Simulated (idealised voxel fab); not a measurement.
voxel wiring stack: a process module
The cross-section on display is named cut; it measures 210 nm wide, and its cells are 5 nm squares.
How to read a cross-section here: the picture is a grid of square cells, written as bands going from the top down, and any band can span one or more rows of cells. Read a band's entry like this: the first values are the height of its top and the height of its bottom in nm, and what follows is the sequence of materials from left to right, each with its width in nm. Note that "empty" is empty space, and that a single material marked "everywhere" reaches across the band from edge to edge. We count height from 0. Below that, the starting wafer is all one material. The lowest band never ends at the bottom but goes on down; see "0..down" for how that is written. You'd read "30->40" like this: the band's top row of cells is as wide as the first number, its bottom row is as wide as the second, and going down, every row changes width by the same amount as the row before did. Any step labelled "nothing got changed" changed none of the cells in the cross-section. "Entrapped void list" means: voids of 8 cells or more that are shut off from the top with no open way through. Written width x height at distance, distance from the left edge, in nm. Text after the settings on a step's line: the simulator's own remark on that step. If you see "overlay nm" on a step's line and that step has a mask, it's telling you how far right of where it was planned the mask ended up; a negative number means it went left instead.
**Listed below are the process steps as planned**
| 1 | RECEIVE (material Si) |
| 2 | CONFORMAL_DEP (material SiO2; thk nm 10) |
| 3 | CONFORMAL_DEP (material SiN; thk nm 5) |
| 4 | DIRECTIONAL_DEP (material SiO2; thk nm 25) |
| 5 | DIRECTIONAL_DEP (material aC; thk nm 10) |
| 6 | PATTERN (tone open; mask id METAL_1; material resist; width nm 25; pitch nm 50; thk nm 30; overlay nm 0) |
| 7 | DIRECTIONAL_ETCH (etch materials aC; depth nm 10) |
| 8 | STRIP (etch materials resist) |
| 9 | DIRECTIONAL_ETCH (etch materials SiO2; depth nm 25) |
| 10 | DIRECTIONAL_ETCH (etch materials SiN; depth nm 5) |
| 11 | STRIP (etch materials aC) |
| 12 | CONFORMAL_DEP (material TiN; thk nm 5) |
| 13 | FILL_DEP (material Cu; thk nm 5) |
| 14 | CMP (height nm 40) |
| 15 | CONFORMAL_DEP (material SiCN; thk nm 5) |
| 16 | DIRECTIONAL_DEP (material SiO2; thk nm 25) |
| 17 | MASKED_ETCH (tone open; mask id METAL_2_HOLES; width nm 15; pitch nm 50; etch materials SiO2; depth nm 25; overlay nm 0) |
| 18 | MASKED_ETCH (tone open; mask id METAL_2; width nm 25; pitch nm 50; etch materials SiO2; depth nm 15; overlay nm 0) |
| 19 | MASKED_ETCH (tone open; mask id METAL_2; width nm 25; pitch nm 50; etch materials SiCN; depth nm 5; overlay nm 0) |
| 20 | CONFORMAL_DEP (material TiN; thk nm 5) |
| 21 | FILL_DEP (material Cu; thk nm 10) |
| 22 | CMP (height nm 70) |
| 23 | CONFORMAL_DEP (material SiCN; thk nm 5) |
| 24 | DIRECTIONAL_DEP (material lowk; thk nm 35) |
| 25 | PATTERN (tone open; mask id METAL_3; material resist; width nm 25; pitch nm 50; thk nm 15; overlay nm 0) |
| 26 | DIRECTIONAL_ETCH (etch materials lowk; depth nm 20) |
| 27 | STRIP (etch materials resist) |
| 28 | DIRECTIONAL_DEP (material aC; thk nm 15) |
| 29 | PATTERN (tone open; mask id METAL_3_HOLES; material resist; width nm 15; pitch nm 50; thk nm 35; overlay nm 0) |
| 30 | DIRECTIONAL_ETCH (etch materials aC; depth nm 15) |
| 31 | STRIP (etch materials resist) |
| 32 | DIRECTIONAL_ETCH (etch materials lowk; depth nm 15) |
| 33 | DIRECTIONAL_ETCH (etch materials SiCN; depth nm 5) |
| 34 | STRIP (etch materials aC) |
| 35 | CONFORMAL_DEP (material TiN; thk nm 5) |
| 36 | FILL_DEP (material Cu; thk nm 5) |
| 37 | CMP (height nm 110) |
| 38 | CONFORMAL_DEP (material SiN; thk nm 5) |
**The first of a set of two wafers, run to plan**
**Step 1 complete: cross-section of the wafer as received**
	0..down = Si everywhere
	Entrapped void list: none
**after step 2**
	10..0 = SiO2 everywhere
	Everything under 0 stays put, no change at all.
**after step 3**
	15..10 = SiN everywhere
	Everything under 10 stays put, no change at all.
**after step 4**
	40..15 = SiO2 everywhere
	Everything under 15 stays put, no change at all.
**after step 5**
	50..40 = aC everywhere
	Everything under 40 stays put, no change at all.
**after step 6**
	80..50 = resist 15; empty 25; resist 25; empty 25; resist 25; empty 25; resist 25; empty 25; resist 20
	Everything under 50 stays put, no change at all.
**after step 7**
	70..50 = resist 15; empty 25; resist 25; empty 25; resist 25; empty 25; resist 25; empty 25; resist 20
	50..40 = aC 15; empty 25; aC 25; empty 25; aC 25; empty 25; aC 25; empty 25; aC 20
	Everything under 40 stays put, no change at all.
**after step 8**
	50..40 = aC 15; empty 25; aC 25; empty 25; aC 25; empty 25; aC 25; empty 25; aC 20
	Everything under 40 stays put, no change at all.
**after step 9**
	50..40 = aC 15; empty 25; aC 25; empty 25; aC 25; empty 25; aC 25; empty 25; aC 20
	40..15 = SiO2 15; empty 25; SiO2 25; empty 25; SiO2 25; empty 25; SiO2 25; empty 25; SiO2 20
	Everything under 15 stays put, no change at all.
**after step 10**
	50..40 = aC 15; empty 25; aC 25; empty 25; aC 25; empty 25; aC 25; empty 25; aC 20
	40..15 = SiO2 15; empty 25; SiO2 25; empty 25; SiO2 25; empty 25; SiO2 25; empty 25; SiO2 20
	15..10 = SiN 15; empty 25; SiN 25; empty 25; SiN 25; empty 25; SiN 25; empty 25; SiN 20
	Everything under 10 stays put, no change at all.
**after step 11**
	40..15 = SiO2 15; empty 25; SiO2 25; empty 25; SiO2 25; empty 25; SiO2 25; empty 25; SiO2 20
	Everything under 15 stays put, no change at all.
**after step 12**
	45..40 = TiN 20; empty 15; TiN 35; empty 15; TiN 35; empty 15; TiN 35; empty 15; TiN 25
	40..15 = SiO2 15; TiN 5; empty 15; TiN 5; SiO2 25; TiN 5; empty 15; TiN 5; SiO2 25; TiN 5; empty 15; TiN 5; SiO2 25; TiN 5; empty 15; TiN 5; SiO2 20
	15..10 = SiN 15; TiN 25; SiN 25; TiN 25; SiN 25; TiN 25; SiN 25; TiN 25; SiN 20
	Everything under 10 stays put, no change at all.
**after step 13**
	50..45 = Cu everywhere
	45..40 = TiN 20; Cu 15; TiN 35; Cu 15; TiN 35; Cu 15; TiN 35; Cu 15; TiN 25
	40..15 = SiO2 15; TiN 5; Cu 15; TiN 5; SiO2 25; TiN 5; Cu 15; TiN 5; SiO2 25; TiN 5; Cu 15; TiN 5; SiO2 25; TiN 5; Cu 15; TiN 5; SiO2 20
	Everything under 15 stays put, no change at all.
**after step 14**
	40..15 = SiO2 15; TiN 5; Cu 15; TiN 5; SiO2 25; TiN 5; Cu 15; TiN 5; SiO2 25; TiN 5; Cu 15; TiN 5; SiO2 25; TiN 5; Cu 15; TiN 5; SiO2 20
	Everything under 15 stays put, no change at all.
**after step 15**
	45..40 = SiCN everywhere
	Everything under 40 stays put, no change at all.
**after step 16**
	70..45 = SiO2 everywhere
	Everything under 45 stays put, no change at all.
**after step 17**
	70..45 = SiO2 15; empty 15; SiO2 35; empty 15; SiO2 35; empty 15; SiO2 35; empty 15; SiO2 30
	Everything under 45 stays put, no change at all.
**after step 18**
	70..55 = SiO2 15; empty 25; SiO2 25; empty 25; SiO2 25; empty 25; SiO2 25; empty 25; SiO2 20
	Everything under 55 stays put, no change at all.
**after step 19**
	70..55 = SiO2 15; empty 25; SiO2 25; empty 25; SiO2 25; empty 25; SiO2 25; empty 25; SiO2 20
	55..45 = SiO2 15; empty 15; SiO2 35; empty 15; SiO2 35; empty 15; SiO2 35; empty 15; SiO2 30
	45..40 = SiCN 15; empty 15; SiCN 35; empty 15; SiCN 35; empty 15; SiCN 35; empty 15; SiCN 30
	Everything under 40 stays put, no change at all.
**after step 20**
	75..70 = TiN 20; empty 15; TiN 35; empty 15; TiN 35; empty 15; TiN 35; empty 15; TiN 25
	70..60 = SiO2 15; TiN 5; empty 15; TiN 5; SiO2 25; TiN 5; empty 15; TiN 5; SiO2 25; TiN 5; empty 15; TiN 5; SiO2 25; TiN 5; empty 15; TiN 5; SiO2 20
	60..55 = SiO2 15; TiN 5; empty 5; TiN 15; SiO2 25; TiN 5; empty 5; TiN 15; SiO2 25; TiN 5; empty 5; TiN 15; SiO2 25; TiN 5; empty 5; TiN 15; SiO2 20
	55..45 = SiO2 15; TiN 5; empty 5; TiN 5; SiO2 35; TiN 5; empty 5; TiN 5; SiO2 35; TiN 5; empty 5; TiN 5; SiO2 35; TiN 5; empty 5; TiN 5; SiO2 30
	45..40 = SiCN 15; TiN 15; SiCN 35; TiN 15; SiCN 35; TiN 15; SiCN 35; TiN 15; SiCN 30
	Everything under 40 stays put, no change at all.
**after step 21**
	85..75 = Cu everywhere
	75..70 = TiN 20; Cu 15; TiN 35; Cu 15; TiN 35; Cu 15; TiN 35; Cu 15; TiN 25
	70..60 = SiO2 15; TiN 5; Cu 15; TiN 5; SiO2 25; TiN 5; Cu 15; TiN 5; SiO2 25; TiN 5; Cu 15; TiN 5; SiO2 25; TiN 5; Cu 15; TiN 5; SiO2 20
	60..55 = SiO2 15; TiN 5; Cu 5; TiN 15; SiO2 25; TiN 5; Cu 5; TiN 15; SiO2 25; TiN 5; Cu 5; TiN 15; SiO2 25; TiN 5; Cu 5; TiN 15; SiO2 20
	55..45 = SiO2 15; TiN 5; Cu 5; TiN 5; SiO2 35; TiN 5; Cu 5; TiN 5; SiO2 35; TiN 5; Cu 5; TiN 5; SiO2 35; TiN 5; Cu 5; TiN 5; SiO2 30
	Everything under 45 stays put, no change at all.
**after step 22**
	70..60 = SiO2 15; TiN 5; Cu 15; TiN 5; SiO2 25; TiN 5; Cu 15; TiN 5; SiO2 25; TiN 5; Cu 15; TiN 5; SiO2 25; TiN 5; Cu 15; TiN 5; SiO2 20
	Everything under 60 stays put, no change at all.
**after step 23**
	75..70 = SiCN everywhere
	Everything under 70 stays put, no change at all.
**after step 24**
	110..75 = lowk everywhere
	Everything under 75 stays put, no change at all.
**after step 25**
	125..110 = resist 15; empty 25; resist 25; empty 25; resist 25; empty 25; resist 25; empty 25; resist 20
	Everything under 110 stays put, no change at all.
**after step 26**
	125..110 = resist 15; empty 25; resist 25; empty 25; resist 25; empty 25; resist 25; empty 25; resist 20
	110..90 = lowk 15; empty 25; lowk 25; empty 25; lowk 25; empty 25; lowk 25; empty 25; lowk 20
	Everything under 90 stays put, no change at all.
**after step 27**
	110..90 = lowk 15; empty 25; lowk 25; empty 25; lowk 25; empty 25; lowk 25; empty 25; lowk 20
	Everything under 90 stays put, no change at all.
**after step 28**
	125..110 = aC 15; empty 25; aC 25; empty 25; aC 25; empty 25; aC 25; empty 25; aC 20
	110..105 = lowk 15; empty 25; lowk 25; empty 25; lowk 25; empty 25; lowk 25; empty 25; lowk 20
	105..90 = lowk 15; aC 25; lowk 25; aC 25; lowk 25; aC 25; lowk 25; aC 25; lowk 20
	Everything under 90 stays put, no change at all.
**after step 29**
	160..125 = resist 15; empty 15; resist 35; empty 15; resist 35; empty 15; resist 35; empty 15; resist 30
	125..110 = aC 15; empty 15; resist 10; aC 25; empty 15; resist 10; aC 25; empty 15; resist 10; aC 25; empty 15; resist 10; aC 20
	110..105 = lowk 15; empty 15; resist 10; lowk 25; empty 15; resist 10; lowk 25; empty 15; resist 10; lowk 25; empty 15; resist 10; lowk 20
	Everything under 105 stays put, no change at all.
**after step 30**
	145..125 = resist 15; empty 15; resist 35; empty 15; resist 35; empty 15; resist 35; empty 15; resist 30
	125..110 = aC 15; empty 15; resist 10; aC 25; empty 15; resist 10; aC 25; empty 15; resist 10; aC 25; empty 15; resist 10; aC 20
	110..105 = lowk 15; empty 15; resist 10; lowk 25; empty 15; resist 10; lowk 25; empty 15; resist 10; lowk 25; empty 15; resist 10; lowk 20
	105..90 = lowk 15; empty 15; aC 10; lowk 25; empty 15; aC 10; lowk 25; empty 15; aC 10; lowk 25; empty 15; aC 10; lowk 20
	Everything under 90 stays put, no change at all.
**after step 31**
	125..110 = aC 15; empty 25; aC 25; empty 25; aC 25; empty 25; aC 25; empty 25; aC 20
	110..105 = lowk 15; empty 25; lowk 25; empty 25; lowk 25; empty 25; lowk 25; empty 25; lowk 20
	Everything under 105 stays put, no change at all.
**after step 32**
	125..110 = aC 15; empty 25; aC 25; empty 25; aC 25; empty 25; aC 25; empty 25; aC 20
	110..105 = lowk 15; empty 25; lowk 25; empty 25; lowk 25; empty 25; lowk 25; empty 25; lowk 20
	105..90 = lowk 15; empty 15; aC 10; lowk 25; empty 15; aC 10; lowk 25; empty 15; aC 10; lowk 25; empty 15; aC 10; lowk 20
	90..75 = lowk 15; empty 15; lowk 35; empty 15; lowk 35; empty 15; lowk 35; empty 15; lowk 30
	Everything under 75 stays put, no change at all.
**after step 33**
	125..110 = aC 15; empty 25; aC 25; empty 25; aC 25; empty 25; aC 25; empty 25; aC 20
	110..105 = lowk 15; empty 25; lowk 25; empty 25; lowk 25; empty 25; lowk 25; empty 25; lowk 20
	105..90 = lowk 15; empty 15; aC 10; lowk 25; empty 15; aC 10; lowk 25; empty 15; aC 10; lowk 25; empty 15; aC 10; lowk 20
	90..75 = lowk 15; empty 15; lowk 35; empty 15; lowk 35; empty 15; lowk 35; empty 15; lowk 30
	75..70 = SiCN 15; empty 15; SiCN 35; empty 15; SiCN 35; empty 15; SiCN 35; empty 15; SiCN 30
	Everything under 70 stays put, no change at all.
**after step 34**
	110..90 = lowk 15; empty 25; lowk 25; empty 25; lowk 25; empty 25; lowk 25; empty 25; lowk 20
	Everything under 90 stays put, no change at all.
**after step 35**
	115..110 = TiN 20; empty 15; TiN 35; empty 15; TiN 35; empty 15; TiN 35; empty 15; TiN 25
	110..95 = lowk 15; TiN 5; empty 15; TiN 5; lowk 25; TiN 5; empty 15; TiN 5; lowk 25; TiN 5; empty 15; TiN 5; lowk 25; TiN 5; empty 15; TiN 5; lowk 20
	95..90 = lowk 15; TiN 5; empty 5; TiN 15; lowk 25; TiN 5; empty 5; TiN 15; lowk 25; TiN 5; empty 5; TiN 15; lowk 25; TiN 5; empty 5; TiN 15; lowk 20
	90..75 = lowk 15; TiN 5; empty 5; TiN 5; lowk 35; TiN 5; empty 5; TiN 5; lowk 35; TiN 5; empty 5; TiN 5; lowk 35; TiN 5; empty 5; TiN 5; lowk 30
	75..70 = SiCN 15; TiN 15; SiCN 35; TiN 15; SiCN 35; TiN 15; SiCN 35; TiN 15; SiCN 30
	Everything under 70 stays put, no change at all.
**after step 36**
	120..115 = Cu everywhere
	115..110 = TiN 20; Cu 15; TiN 35; Cu 15; TiN 35; Cu 15; TiN 35; Cu 15; TiN 25
	110..95 = lowk 15; TiN 5; Cu 15; TiN 5; lowk 25; TiN 5; Cu 15; TiN 5; lowk 25; TiN 5; Cu 15; TiN 5; lowk 25; TiN 5; Cu 15; TiN 5; lowk 20
	95..90 = lowk 15; TiN 5; Cu 5; TiN 15; lowk 25; TiN 5; Cu 5; TiN 15; lowk 25; TiN 5; Cu 5; TiN 15; lowk 25; TiN 5; Cu 5; TiN 15; lowk 20
	90..75 = lowk 15; TiN 5; Cu 5; TiN 5; lowk 35; TiN 5; Cu 5; TiN 5; lowk 35; TiN 5; Cu 5; TiN 5; lowk 35; TiN 5; Cu 5; TiN 5; lowk 30
	Everything under 75 stays put, no change at all.
**after step 37**
	110..95 = lowk 15; TiN 5; Cu 15; TiN 5; lowk 25; TiN 5; Cu 15; TiN 5; lowk 25; TiN 5; Cu 15; TiN 5; lowk 25; TiN 5; Cu 15; TiN 5; lowk 20
	Everything under 95 stays put, no change at all.
**after step 38**
	115..110 = SiN everywhere
	Everything under 110 stays put, no change at all.
**second wafer: like start, like plan, one mistake. Through step 1 it matches the first wafer**
Cross-section of the second wafer at the time step 2 of the plan should have ended: nothing got changed
**Cross-section of the second wafer at the time step 3 of the plan should have ended**
	5..0 = SiN everywhere
	Everything under 0 stays put, no change at all.
**Cross-section of the second wafer at the time step 4 of the plan should have ended**
	30..5 = SiO2 everywhere
	Everything under 5 stays put, no change at all.
**Cross-section of the second wafer at the time step 5 of the plan should have ended**
	40..30 = aC everywhere
	Everything under 30 stays put, no change at all.
**Cross-section of the second wafer at the time step 6 of the plan should have ended**
	70..40 = resist 15; empty 25; resist 25; empty 25; resist 25; empty 25; resist 25; empty 25; resist 20
	Everything under 40 stays put, no change at all.
**Cross-section of the second wafer at the time step 7 of the plan should have ended**
	60..40 = resist 15; empty 25; resist 25; empty 25; resist 25; empty 25; resist 25; empty 25; resist 20
	40..30 = aC 15; empty 25; aC 25; empty 25; aC 25; empty 25; aC 25; empty 25; aC 20
	Everything under 30 stays put, no change at all.
**Cross-section of the second wafer at the time step 8 of the plan should have ended**
	40..30 = aC 15; empty 25; aC 25; empty 25; aC 25; empty 25; aC 25; empty 25; aC 20
	Everything under 30 stays put, no change at all.
**Cross-section of the second wafer at the time step 9 of the plan should have ended**
	40..30 = aC 15; empty 25; aC 25; empty 25; aC 25; empty 25; aC 25; empty 25; aC 20
	30..5 = SiO2 15; empty 25; SiO2 25; empty 25; SiO2 25; empty 25; SiO2 25; empty 25; SiO2 20
	Everything under 5 stays put, no change at all.
**Cross-section of the second wafer at the time step 10 of the plan should have ended**
	40..30 = aC 15; empty 25; aC 25; empty 25; aC 25; empty 25; aC 25; empty 25; aC 20
	30..5 = SiO2 15; empty 25; SiO2 25; empty 25; SiO2 25; empty 25; SiO2 25; empty 25; SiO2 20
	5..0 = SiN 15; empty 25; SiN 25; empty 25; SiN 25; empty 25; SiN 25; empty 25; SiN 20
	Everything under 0 stays put, no change at all.
**Cross-section of the second wafer at the time step 11 of the plan should have ended**
	30..5 = SiO2 15; empty 25; SiO2 25; empty 25; SiO2 25; empty 25; SiO2 25; empty 25; SiO2 20
	Everything under 5 stays put, no change at all.
**Cross-section of the second wafer at the time step 12 of the plan should have ended**
	35..30 = TiN 20; empty 15; TiN 35; empty 15; TiN 35; empty 15; TiN 35; empty 15; TiN 25
	30..5 = SiO2 15; TiN 5; empty 15; TiN 5; SiO2 25; TiN 5; empty 15; TiN 5; SiO2 25; TiN 5; empty 15; TiN 5; SiO2 25; TiN 5; empty 15; TiN 5; SiO2 20
	5..0 = SiN 15; TiN 25; SiN 25; TiN 25; SiN 25; TiN 25; SiN 25; TiN 25; SiN 20
	Everything under 0 stays put, no change at all.
**Cross-section of the second wafer at the time step 13 of the plan should have ended**
	40..35 = Cu everywhere
	35..30 = TiN 20; Cu 15; TiN 35; Cu 15; TiN 35; Cu 15; TiN 35; Cu 15; TiN 25
	30..5 = SiO2 15; TiN 5; Cu 15; TiN 5; SiO2 25; TiN 5; Cu 15; TiN 5; SiO2 25; TiN 5; Cu 15; TiN 5; SiO2 25; TiN 5; Cu 15; TiN 5; SiO2 20
	Everything under 5 stays put, no change at all.
Cross-section of the second wafer at the time step 14 of the plan should have ended: nothing got changed
**Cross-section of the second wafer at the time step 15 of the plan should have ended**
	45..40 = SiCN everywhere
	Everything under 40 stays put, no change at all.
**Cross-section of the second wafer at the time step 16 of the plan should have ended**
	70..45 = SiO2 everywhere
	Everything under 45 stays put, no change at all.
**Cross-section of the second wafer at the time step 17 of the plan should have ended**
	70..45 = SiO2 15; empty 15; SiO2 35; empty 15; SiO2 35; empty 15; SiO2 35; empty 15; SiO2 30
	Everything under 45 stays put, no change at all.
**Cross-section of the second wafer at the time step 18 of the plan should have ended**
	70..55 = SiO2 15; empty 25; SiO2 25; empty 25; SiO2 25; empty 25; SiO2 25; empty 25; SiO2 20
	Everything under 55 stays put, no change at all.
**Cross-section of the second wafer at the time step 19 of the plan should have ended**
	70..55 = SiO2 15; empty 25; SiO2 25; empty 25; SiO2 25; empty 25; SiO2 25; empty 25; SiO2 20
	55..45 = SiO2 15; empty 15; SiO2 35; empty 15; SiO2 35; empty 15; SiO2 35; empty 15; SiO2 30
	45..40 = SiCN 15; empty 15; SiCN 35; empty 15; SiCN 35; empty 15; SiCN 35; empty 15; SiCN 30
	Everything under 40 stays put, no change at all.
**Cross-section of the second wafer at the time step 20 of the plan should have ended**
	75..70 = TiN 20; empty 15; TiN 35; empty 15; TiN 35; empty 15; TiN 35; empty 15; TiN 25
	70..60 = SiO2 15; TiN 5; empty 15; TiN 5; SiO2 25; TiN 5; empty 15; TiN 5; SiO2 25; TiN 5; empty 15; TiN 5; SiO2 25; TiN 5; empty 15; TiN 5; SiO2 20
	60..55 = SiO2 15; TiN 5; empty 5; TiN 15; SiO2 25; TiN 5; empty 5; TiN 15; SiO2 25; TiN 5; empty 5; TiN 15; SiO2 25; TiN 5; empty 5; TiN 15; SiO2 20
	55..45 = SiO2 15; TiN 5; empty 5; TiN 5; SiO2 35; TiN 5; empty 5; TiN 5; SiO2 35; TiN 5; empty 5; TiN 5; SiO2 35; TiN 5; empty 5; TiN 5; SiO2 30
	45..40 = SiCN 15; TiN 15; SiCN 35; TiN 15; SiCN 35; TiN 15; SiCN 35; TiN 15; SiCN 30
	Everything under 40 stays put, no change at all.
**Cross-section of the second wafer at the time step 21 of the plan should have ended**
	85..75 = Cu everywhere
	75..70 = TiN 20; Cu 15; TiN 35; Cu 15; TiN 35; Cu 15; TiN 35; Cu 15; TiN 25
	70..60 = SiO2 15; TiN 5; Cu 15; TiN 5; SiO2 25; TiN 5; Cu 15; TiN 5; SiO2 25; TiN 5; Cu 15; TiN 5; SiO2 25; TiN 5; Cu 15; TiN 5; SiO2 20
	60..55 = SiO2 15; TiN 5; Cu 5; TiN 15; SiO2 25; TiN 5; Cu 5; TiN 15; SiO2 25; TiN 5; Cu 5; TiN 15; SiO2 25; TiN 5; Cu 5; TiN 15; SiO2 20
	55..45 = SiO2 15; TiN 5; Cu 5; TiN 5; SiO2 35; TiN 5; Cu 5; TiN 5; SiO2 35; TiN 5; Cu 5; TiN 5; SiO2 35; TiN 5; Cu 5; TiN 5; SiO2 30
	Everything under 45 stays put, no change at all.
**Cross-section of the second wafer at the time step 22 of the plan should have ended**
	70..60 = SiO2 15; TiN 5; Cu 15; TiN 5; SiO2 25; TiN 5; Cu 15; TiN 5; SiO2 25; TiN 5; Cu 15; TiN 5; SiO2 25; TiN 5; Cu 15; TiN 5; SiO2 20
	Everything under 60 stays put, no change at all.
**Cross-section of the second wafer at the time step 23 of the plan should have ended**
	75..70 = SiCN everywhere
	Everything under 70 stays put, no change at all.
**Cross-section of the second wafer at the time step 24 of the plan should have ended**
	110..75 = lowk everywhere
	Everything under 75 stays put, no change at all.
**Cross-section of the second wafer at the time step 25 of the plan should have ended**
	125..110 = resist 15; empty 25; resist 25; empty 25; resist 25; empty 25; resist 25; empty 25; resist 20
	Everything under 110 stays put, no change at all.
**Cross-section of the second wafer at the time step 26 of the plan should have ended**
	125..110 = resist 15; empty 25; resist 25; empty 25; resist 25; empty 25; resist 25; empty 25; resist 20
	110..90 = lowk 15; empty 25; lowk 25; empty 25; lowk 25; empty 25; lowk 25; empty 25; lowk 20
	Everything under 90 stays put, no change at all.
**Cross-section of the second wafer at the time step 27 of the plan should have ended**
	110..90 = lowk 15; empty 25; lowk 25; empty 25; lowk 25; empty 25; lowk 25; empty 25; lowk 20
	Everything under 90 stays put, no change at all.
**Cross-section of the second wafer at the time step 28 of the plan should have ended**
	125..110 = aC 15; empty 25; aC 25; empty 25; aC 25; empty 25; aC 25; empty 25; aC 20
	110..105 = lowk 15; empty 25; lowk 25; empty 25; lowk 25; empty 25; lowk 25; empty 25; lowk 20
	105..90 = lowk 15; aC 25; lowk 25; aC 25; lowk 25; aC 25; lowk 25; aC 25; lowk 20
	Everything under 90 stays put, no change at all.
**Cross-section of the second wafer at the time step 29 of the plan should have ended**
	160..125 = resist 15; empty 15; resist 35; empty 15; resist 35; empty 15; resist 35; empty 15; resist 30
	125..110 = aC 15; empty 15; resist 10; aC 25; empty 15; resist 10; aC 25; empty 15; resist 10; aC 25; empty 15; resist 10; aC 20
	110..105 = lowk 15; empty 15; resist 10; lowk 25; empty 15; resist 10; lowk 25; empty 15; resist 10; lowk 25; empty 15; resist 10; lowk 20
	Everything under 105 stays put, no change at all.
**Cross-section of the second wafer at the time step 30 of the plan should have ended**
	145..125 = resist 15; empty 15; resist 35; empty 15; resist 35; empty 15; resist 35; empty 15; resist 30
	125..110 = aC 15; empty 15; resist 10; aC 25; empty 15; resist 10; aC 25; empty 15; resist 10; aC 25; empty 15; resist 10; aC 20
	110..105 = lowk 15; empty 15; resist 10; lowk 25; empty 15; resist 10; lowk 25; empty 15; resist 10; lowk 25; empty 15; resist 10; lowk 20
	105..90 = lowk 15; empty 15; aC 10; lowk 25; empty 15; aC 10; lowk 25; empty 15; aC 10; lowk 25; empty 15; aC 10; lowk 20
	Everything under 90 stays put, no change at all.
**Cross-section of the second wafer at the time step 31 of the plan should have ended**
	125..110 = aC 15; empty 25; aC 25; empty 25; aC 25; empty 25; aC 25; empty 25; aC 20
	110..105 = lowk 15; empty 25; lowk 25; empty 25; lowk 25; empty 25; lowk 25; empty 25; lowk 20
	Everything under 105 stays put, no change at all.
**Cross-section of the second wafer at the time step 32 of the plan should have ended**
	125..110 = aC 15; empty 25; aC 25; empty 25; aC 25; empty 25; aC 25; empty 25; aC 20
	110..105 = lowk 15; empty 25; lowk 25; empty 25; lowk 25; empty 25; lowk 25; empty 25; lowk 20
	105..90 = lowk 15; empty 15; aC 10; lowk 25; empty 15; aC 10; lowk 25; empty 15; aC 10; lowk 25; empty 15; aC 10; lowk 20
	90..75 = lowk 15; empty 15; lowk 35; empty 15; lowk 35; empty 15; lowk 35; empty 15; lowk 30
	Everything under 75 stays put, no change at all.
**Cross-section of the second wafer at the time step 33 of the plan should have ended**
	125..110 = aC 15; empty 25; aC 25; empty 25; aC 25; empty 25; aC 25; empty 25; aC 20
	110..105 = lowk 15; empty 25; lowk 25; empty 25; lowk 25; empty 25; lowk 25; empty 25; lowk 20
	105..90 = lowk 15; empty 15; aC 10; lowk 25; empty 15; aC 10; lowk 25; empty 15; aC 10; lowk 25; empty 15; aC 10; lowk 20
	90..75 = lowk 15; empty 15; lowk 35; empty 15; lowk 35; empty 15; lowk 35; empty 15; lowk 30
	75..70 = SiCN 15; empty 15; SiCN 35; empty 15; SiCN 35; empty 15; SiCN 35; empty 15; SiCN 30
	Everything under 70 stays put, no change at all.
**Cross-section of the second wafer at the time step 34 of the plan should have ended**
	110..90 = lowk 15; empty 25; lowk 25; empty 25; lowk 25; empty 25; lowk 25; empty 25; lowk 20
	Everything under 90 stays put, no change at all.
**Cross-section of the second wafer at the time step 35 of the plan should have ended**
	115..110 = TiN 20; empty 15; TiN 35; empty 15; TiN 35; empty 15; TiN 35; empty 15; TiN 25
	110..95 = lowk 15; TiN 5; empty 15; TiN 5; lowk 25; TiN 5; empty 15; TiN 5; lowk 25; TiN 5; empty 15; TiN 5; lowk 25; TiN 5; empty 15; TiN 5; lowk 20
	95..90 = lowk 15; TiN 5; empty 5; TiN 15; lowk 25; TiN 5; empty 5; TiN 15; lowk 25; TiN 5; empty 5; TiN 15; lowk 25; TiN 5; empty 5; TiN 15; lowk 20
	90..75 = lowk 15; TiN 5; empty 5; TiN 5; lowk 35; TiN 5; empty 5; TiN 5; lowk 35; TiN 5; empty 5; TiN 5; lowk 35; TiN 5; empty 5; TiN 5; lowk 30
	75..70 = SiCN 15; TiN 15; SiCN 35; TiN 15; SiCN 35; TiN 15; SiCN 35; TiN 15; SiCN 30
	Everything under 70 stays put, no change at all.
**Cross-section of the second wafer at the time step 36 of the plan should have ended**
	120..115 = Cu everywhere
	115..110 = TiN 20; Cu 15; TiN 35; Cu 15; TiN 35; Cu 15; TiN 35; Cu 15; TiN 25
	110..95 = lowk 15; TiN 5; Cu 15; TiN 5; lowk 25; TiN 5; Cu 15; TiN 5; lowk 25; TiN 5; Cu 15; TiN 5; lowk 25; TiN 5; Cu 15; TiN 5; lowk 20
	95..90 = lowk 15; TiN 5; Cu 5; TiN 15; lowk 25; TiN 5; Cu 5; TiN 15; lowk 25; TiN 5; Cu 5; TiN 15; lowk 25; TiN 5; Cu 5; TiN 15; lowk 20
	90..75 = lowk 15; TiN 5; Cu 5; TiN 5; lowk 35; TiN 5; Cu 5; TiN 5; lowk 35; TiN 5; Cu 5; TiN 5; lowk 35; TiN 5; Cu 5; TiN 5; lowk 30
	Everything under 75 stays put, no change at all.
**Cross-section of the second wafer at the time step 37 of the plan should have ended**
	110..95 = lowk 15; TiN 5; Cu 15; TiN 5; lowk 25; TiN 5; Cu 15; TiN 5; lowk 25; TiN 5; Cu 15; TiN 5; lowk 25; TiN 5; Cu 15; TiN 5; lowk 20
	Everything under 95 stays put, no change at all.
**Cross-section of the second wafer at the time step 38 of the plan should have ended**
	115..110 = SiN everywhere
	Everything under 110 stays put, no change at all.
Here's what went sideways: step 2 in the plan did not get run; it was skipped
Per the end-of-run cell counts, the second wafer holds more or fewer of some materials than the first: +54 Cu; -84 SiO2; +30 TiN
